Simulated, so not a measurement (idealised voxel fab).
Title: Process Module voxel spacer lines
We display cut, a cross-section 165 nm in width whose square cells are each 5 nm.
Square cells in a grid make up a cross-section in this document, and the grid is given as bands, listed from the top down, each one or more rows of cells. Heights first: top, then bottom, in nm. Then materials, left to right, each with a width in nm. "edge to edge" on a single material: fills the band edge to edge. "air": empty space. Measure heights from 0. That's the level where, below it, the as-received wafer is all one material. The lowest band is bottomless and extends downward; write it as in "0..down". It should be noted that a width expressed as "30..40" varies in equal increments from row to row of cells within the band, taking the value of the first number at the top row and that of the second number at the bottom row. Take "stayed the same" at face value: in the step it is given for, the cross-section changed in none of its cells. Under "Closed internal cavities" you'll find the enclosed gaps, the ones with no way out to the top, that are 8 cells or bigger; each reads width x height at distance, with distance counted from the left edge, everything in nm. Anything after a step's settings on that line? It's the simulator's own note about the step. overlay nm: how far to the right of its planned place the mask lay on this masked step (negative: to the left).

### This section lists the process steps that were planned
1. op RECEIVE | material Si
2. op CONFORMAL_DEP | material Al2O3 | thk nm 5
3. op DIRECTIONAL_DEP | material polySi | thk nm 15
4. op DIRECTIONAL_DEP | material aC | thk nm 25
5. op PATTERN | tone cover | mask id MANDREL | material resist | width nm 20 | pitch nm 60 | thk nm 30 | overlay nm -15
6. op DIRECTIONAL_ETCH | etch materials aC | depth nm 25
7. op STRIP | etch materials resist
8. op CONFORMAL_DEP | material SiO2 | thk nm 10
9. op DIRECTIONAL_ETCH | etch materials SiO2 | depth nm 10
10. op STRIP | etch materials aC
11. op DIRECTIONAL_ETCH | etch materials polySi | depth nm 15
12. op STRIP | etch materials SiO2
Across this set of wafers, the varied parameter is the overlay nm of step 5. Starting conditions are identical for every wafer, and the plan reports the value assigned to the first wafer.

### Cross-section of the first of several received wafers, showing its state after step 1
* 0..down | Si edge to edge
* Closed internal cavities: none

### Rows = wafers. At module end, each row lists per material the cells gained (+) or lost (-) since the wafer was received, then the closed voids
overlay nm -15; +33 Al2O3; +24 polySi; Closed internal cavities: none
overlay nm -10; +33 Al2O3; +24 polySi; Closed internal cavities: none
overlay nm -5; +33 Al2O3; +24 polySi; Closed internal cavities: none
overlay nm 0; +33 Al2O3; +24 polySi; Closed internal cavities: none
overlay nm 5; +33 Al2O3; +24 polySi; Closed internal cavities: none
overlay nm 10; +33 Al2O3; +24 polySi; Closed internal cavities: none
overlay nm 15; +33 Al2O3; +24 polySi; Closed internal cavities: none
